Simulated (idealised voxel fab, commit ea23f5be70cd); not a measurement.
The process module that follows is named voxel wiring stack.
Cross-section cut spans 290 nm and uses square cells 5 nm in size.
Notation: cross-section as square-cell grid; stated in bands, top first, going down; one or more cell rows per band. What a band's entry tells you: where the top is and where the bottom is, as heights in nm, and after that what lies inside, material by material from left to right, each with its width in nm. Empty space is written as the word "empty", and a single material marked with the word "everywhere" occupies the band from edge to edge. Measure heights from 0. That's the level where, below it, the as-received wafer is all one material. The lowest band is bottomless and extends downward; write it as in "top 0, no bottom". A two-number width, for instance "30 to 40", indicates that the width is equal to the first number in the top row of the band and to the second number in the bottom row, and that it changes by a constant amount per row of cells. Where the words "everything unchanged" appear for a step, the cross-section shows no cell changed by that step; every cell remained as before. "Listed closed voids" - sealed voids, min. 8 cells, no opening to top; format: width x height at distance (distance from left edge; nm throughout). Step line, after settings: the simulator's comment on this step. A step's line can hold "overlay nm"; with a mask on that step, the setting says how far right of the planned place the mask lay, while a negative setting says it lay to the left.

THESE ARE THE STEPS WE PLANNED FOR THE PROCESS
1: RECEIVE, material Si
2: CONFORMAL_DEP, material SiO2, thk nm 15
3: CONFORMAL_DEP, material SiCN, thk nm 5
4: DIRECTIONAL_DEP, material SiO2, thk nm 20
5: PATTERN, tone open, mask id METAL_1, material resist, width nm 30, pitch nm 50, thk nm 15, overlay nm 0
6: DIRECTIONAL_ETCH, etch materials SiO2, depth nm 20
7: DIRECTIONAL_ETCH, etch materials SiCN, depth nm 5
8: STRIP, etch materials resist
9: CONFORMAL_DEP, material TiN, thk nm 5
10: FILL_DEP, material Cu, thk nm 5
11: CMP, height nm 40
12: EPI, material Ru, thk nm 5
13: FILL_DEP, material SiCN, thk nm 5
14: DIRECTIONAL_DEP, material lowk, thk nm 20
15: DIRECTIONAL_DEP, material aC, thk nm 15
16: PATTERN, tone open, mask id PLUG_1, material resist, width nm 15, pitch nm 50, thk nm 35, overlay nm 0
17: DIRECTIONAL_ETCH, etch materials aC, depth nm 15
18: STRIP, etch materials resist
19: DIRECTIONAL_ETCH, etch materials lowk, depth nm 20
20: DIRECTIONAL_ETCH, etch materials SiCN, depth nm 5
21: STRIP, etch materials aC
22: CONFORMAL_DEP, material TiN, thk nm 5
23: FILL_DEP, material Ru, thk nm 5
24: CMP, height nm 70
25: CONFORMAL_DEP, material SiN, thk nm 5
26: DIRECTIONAL_DEP, material lowk, thk nm 15
27: MASKED_ETCH, tone open, mask id METAL_2, width nm 30, pitch nm 50, etch materials lowk, depth nm 15, overlay nm 0
28: MASKED_ETCH, tone open, mask id METAL_2, width nm 30, pitch nm 50, etch materials SiN, depth nm 5, overlay nm 0
29: CONFORMAL_DEP, material TiN, thk nm 5
30: FILL_DEP, material Cu, thk nm 10
31: CMP, height nm 90
32: CONFORMAL_DEP, material SiCN, thk nm 5

CROSS-SECTION OF THE INCOMING WAFER, STATE AFTER STEP 1
- top 0, no bottom: Si everywhere
- Listed closed voids: none

RESULT OF THE MODULE, CROSS-SECTIONED: START PER ABOVE, PLAN PER ABOVE, ONE ERROR IN HOW IT WAS RUN
- top 95, bottom 90: SiCN everywhere
- top 90, bottom 75: 55 nm lowk / 5 nm TiN / 20 nm Cu / 5 nm TiN / 20 nm lowk / 5 nm TiN / 20 nm Cu / 5 nm TiN / 20 nm lowk / 5 nm TiN / 20 nm Cu / 5 nm TiN / 20 nm lowk / 5 nm TiN / 20 nm Cu / 5 nm TiN / 55 nm lowk
- top 75, bottom 70: 55 nm SiN / 30 nm TiN / 20 nm SiN / 30 nm TiN / 20 nm SiN / 30 nm TiN / 20 nm SiN / 30 nm TiN / 55 nm SiN
- top 70, bottom 50: 55 nm lowk / 5 nm TiN / 5 nm Ru / 5 nm TiN / 35 nm lowk / 5 nm TiN / 5 nm Ru / 5 nm TiN / 35 nm lowk / 5 nm TiN / 5 nm Ru / 5 nm TiN / 35 nm lowk / 5 nm TiN / 5 nm Ru / 5 nm TiN / 70 nm lowk
- top 50, bottom 45: 55 nm SiCN / 15 nm TiN / 35 nm SiCN / 15 nm TiN / 35 nm SiCN / 15 nm TiN / 35 nm SiCN / 15 nm TiN / 70 nm SiCN
- top 45, bottom 40: 50 nm SiCN / 40 nm Ru / 10 nm SiCN / 40 nm Ru / 10 nm SiCN / 40 nm Ru / 10 nm SiCN / 40 nm Ru / 50 nm SiCN
- top 40, bottom 35: 55 nm SiCN / 30 nm TiN / 20 nm SiCN / 30 nm TiN / 20 nm SiCN / 30 nm TiN / 20 nm SiCN / 30 nm TiN / 55 nm SiCN
- top 35, bottom 0: SiO2 everywhere
- top 0, no bottom: Si everywhere
- Listed closed voids: none
Deviation from plan: ran 3 and 4 in swapped order versus the plan
